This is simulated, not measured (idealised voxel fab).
This is a process module. Its name is voxel wiring stack.
It is cross-section cut that appears here, measuring 250 nm in width, its square cells being 5 nm in size.
Square cells in a grid make up a cross-section in this document, and the grid is given as bands, listed from the top down, each one or more rows of cells. In this notation a band is specified by the heights of its top and bottom, in that order and in nm, after which its materials appear from left to right, each paired with its width in nm. The word "all across" attached to a single material means that material fills the band from edge to edge; the word "empty" stands for empty space. Heights are reckoned from 0. Under this level, the received wafer is all of one material. The bottommost band is open-ended downward, for example "0..down". Note: "30->40" means the width goes from the first number (top row of the band) to the second number (bottom row) in equal steps per row of cells. Key: "changes: none" - step with no changed cell in the cross-section. Entry "Completely sealed voids". Content: empty spaces with no open connection to the top, size 8 cells or greater. Each: width x height at distance. Distance: from left edge. Unit: nm. If you see something after the settings on a step's line, that's the simulator's own remark about that step. overlay nm: right-of-plan distance of the mask on a masked step; negative values mean left-of-plan.
## Steps planned for the process
1) RECEIVE | material Si
2) CONFORMAL_DEP | material SiO2 | thk nm 10
3) DIRECTIONAL_DEP | material TiN | thk nm 5
4) DIRECTIONAL_DEP | material Ru | thk nm 20
5) DIRECTIONAL_DEP | material aC | thk nm 15
6) PATTERN | tone cover | mask id METAL_1 | material resist | width nm 30 | pitch nm 55 | thk nm 30 | overlay nm 0
7) DIRECTIONAL_ETCH | etch materials aC | depth nm 15
8) STRIP | etch materials resist
9) DIRECTIONAL_ETCH | etch materials Ru | depth nm 20
10) DIRECTIONAL_ETCH | etch materials TiN | depth nm 5
11) STRIP | etch materials aC
12) FILL_DEP | material SiO2 | thk nm 5
13) CMP | height nm 35
14) CONFORMAL_DEP | material SiCN | thk nm 5
15) DIRECTIONAL_DEP | material SiO2 | thk nm 10
16) PATTERN | tone open | mask id PLUG_1 | material resist | width nm 15 | pitch nm 55 | thk nm 15 | overlay nm 0
17) DIRECTIONAL_ETCH | etch materials SiO2 | depth nm 10
18) DIRECTIONAL_ETCH | etch materials SiCN | depth nm 5
19) STRIP | etch materials resist
20) CONFORMAL_DEP | material TiN | thk nm 5
21) FILL_DEP | material W | thk nm 10
22) CMP | height nm 50
23) DIRECTIONAL_DEP | material TiN | thk nm 5
24) DIRECTIONAL_DEP | material W | thk nm 20
25) PATTERN | tone cover | mask id METAL_2 | material resist | width nm 30 | pitch nm 55 | thk nm 15 | overlay nm 0
26) DIRECTIONAL_ETCH | etch materials W | depth nm 20
27) DIRECTIONAL_ETCH | etch materials TiN | depth nm 5
28) STRIP | etch materials resist
29) CONFORMAL_DEP | material SiCN | thk nm 5
30) FILL_DEP | material SiO2 | thk nm 10
31) CMP | height nm 75
32) CONFORMAL_DEP | material SiCN | thk nm 5
33) DIRECTIONAL_DEP | material SiO2 | thk nm 30
34) DIRECTIONAL_DEP | material aC | thk nm 10
35) PATTERN | tone open | mask id METAL_3 | material resist | width nm 30 | pitch nm 55 | thk nm 25 | overlay nm 0
36) DIRECTIONAL_ETCH | etch materials aC | depth nm 10
37) STRIP | etch materials resist
38) DIRECTIONAL_ETCH | etch materials SiO2 | depth nm 15
39) STRIP | etch materials aC
40) PATTERN | tone open | mask id METAL_3_HOLES | material resist | width nm 15 | pitch nm 55 | thk nm 15 | overlay nm 0
41) DIRECTIONAL_ETCH | etch materials SiO2 | depth nm 15
42) DIRECTIONAL_ETCH | etch materials SiCN | depth nm 5
43) STRIP | etch materials resist
44) CONFORMAL_DEP | material TiN | thk nm 5
45) FILL_DEP | material Cu | thk nm 10
46) CMP | height nm 110
47) CONFORMAL_DEP | material SiCN | thk nm 5
Wafers differ in width nm at step 16; plan lists the first wafer's value; identical starting state.
## As received, i.e. after step 1: cross-section through the first of several wafers
* 0..down: Si all across
* Completely sealed voids: none
## End of the module, past its last step, step 47: how the first of several wafers looks in cross-section
* 115..110: SiCN all across
* 110..100: SiO2: 55, then TiN: 5, then Cu: 20, then TiN: 5, then SiO2: 25, then TiN: 5, then Cu: 20, then TiN: 5, then SiO2: 25, then TiN: 5, then Cu: 20, then TiN: 5, then SiO2: 55
* 100..95: SiO2: 55, then TiN: 5, then Cu: 5, then TiN: 20, then SiO2: 25, then TiN: 5, then Cu: 5, then TiN: 20, then SiO2: 25, then TiN: 5, then Cu: 5, then TiN: 20, then SiO2: 55
* 95..80: SiO2: 55, then TiN: 5, then Cu: 5, then TiN: 5, then SiO2: 40, then TiN: 5, then Cu: 5, then TiN: 5, then SiO2: 40, then TiN: 5, then Cu: 5, then TiN: 5, then SiO2: 70
* 80..75: SiCN: 55, then TiN: 15, then SiCN: 40, then TiN: 15, then SiCN: 40, then TiN: 15, then SiCN: 70
* 75..55: SiO2: 50, then SiCN: 5, then W: 30, then SiCN: 5, then SiO2: 15, then SiCN: 5, then W: 30, then SiCN: 5, then SiO2: 15, then SiCN: 5, then W: 30, then SiCN: 5, then SiO2: 50
* 55..50: SiCN: 55, then TiN: 30, then SiCN: 25, then TiN: 30, then SiCN: 25, then TiN: 30, then SiCN: 55
* 50..40: SiO2: 55, then TiN: 5, then W: 5, then TiN: 5, then SiO2: 40, then TiN: 5, then W: 5, then TiN: 5, then SiO2: 40, then TiN: 5, then W: 5, then TiN: 5, then SiO2: 70
* 40..35: SiCN: 55, then TiN: 15, then SiCN: 40, then TiN: 15, then SiCN: 40, then TiN: 15, then SiCN: 70
* 35..15: SiO2: 55, then Ru: 30, then SiO2: 25, then Ru: 30, then SiO2: 25, then Ru: 30, then SiO2: 55
* 15..10: SiO2: 55, then TiN: 30, then SiO2: 25, then TiN: 30, then SiO2: 25, then TiN: 30, then SiO2: 55
* 10..0: SiO2 all across
* 0..down: Si all across
* Completely sealed voids: none
## last wafer at the end
* 115..110: SiCN all across
* 110..100: SiO2: 55, then TiN: 5, then Cu: 20, then TiN: 5, then SiO2: 25, then TiN: 5, then Cu: 20, then TiN: 5, then SiO2: 25, then TiN: 5, then Cu: 20, then TiN: 5, then SiO2: 55
* 100..95: SiO2: 55, then TiN: 5, then Cu: 5, then TiN: 20, then SiO2: 25, then TiN: 5, then Cu: 5, then TiN: 20, then SiO2: 25, then TiN: 5, then Cu: 5, then TiN: 20, then SiO2: 55
* 95..80: SiO2: 55, then TiN: 5, then Cu: 5, then TiN: 5, then SiO2: 40, then TiN: 5, then Cu: 5, then TiN: 5, then SiO2: 40, then TiN: 5, then Cu: 5, then TiN: 5, then SiO2: 70
* 80..75: SiCN: 55, then TiN: 15, then SiCN: 40, then TiN: 15, then SiCN: 40, then TiN: 15, then SiCN: 70
* 75..55: SiO2: 50, then SiCN: 5, then W: 30, then SiCN: 5, then SiO2: 15, then SiCN: 5, then W: 30, then SiCN: 5, then SiO2: 15, then SiCN: 5, then W: 30, then SiCN: 5, then SiO2: 50
* 55..50: SiCN: 55, then TiN: 30, then SiCN: 25, then TiN: 30, then SiCN: 25, then TiN: 30, then SiCN: 55
* 50..40: SiO2: 50, then TiN: 5, then W: 20, then TiN: 5, then SiO2: 25, then TiN: 5, then W: 20, then TiN: 5, then SiO2: 25, then TiN: 5, then W: 20, then TiN: 5, then SiO2: 60
* 40..35: SiCN: 50, then TiN: 30, then SiCN: 25, then TiN: 30, then SiCN: 25, then TiN: 30, then SiCN: 60
* 35..15: SiO2: 55, then Ru: 30, then SiO2: 25, then Ru: 30, then SiO2: 25, then Ru: 30, then SiO2: 55
* 15..10: SiO2: 55, then TiN: 30, then SiO2: 25, then TiN: 30, then SiO2: 25, then TiN: 30, then SiO2: 55
* 10..0: SiO2 all across
* 0..down: Si all across
* Completely sealed voids: none
## Per-wafer rows below. For each material: cells gained (+) or lost (-) since the wafer was received, as of end of module. Then: closed voids
width nm 15; +36 Cu; +72 Ru; +188 SiCN; +665 SiO2; +111 TiN; +78 W; Completely sealed voids: none
width nm 20; +36 Cu; +72 Ru; +185 SiCN; +659 SiO2; +114 TiN; +84 W; Completely sealed voids: none
width nm 25; +36 Cu; +72 Ru; +182 SiCN; +653 SiO2; +117 TiN; +90 W; Completely sealed voids: none
width nm 30; +36 Cu; +72 Ru; +179 SiCN; +647 SiO2; +120 TiN; +96 W; Completely sealed voids: none
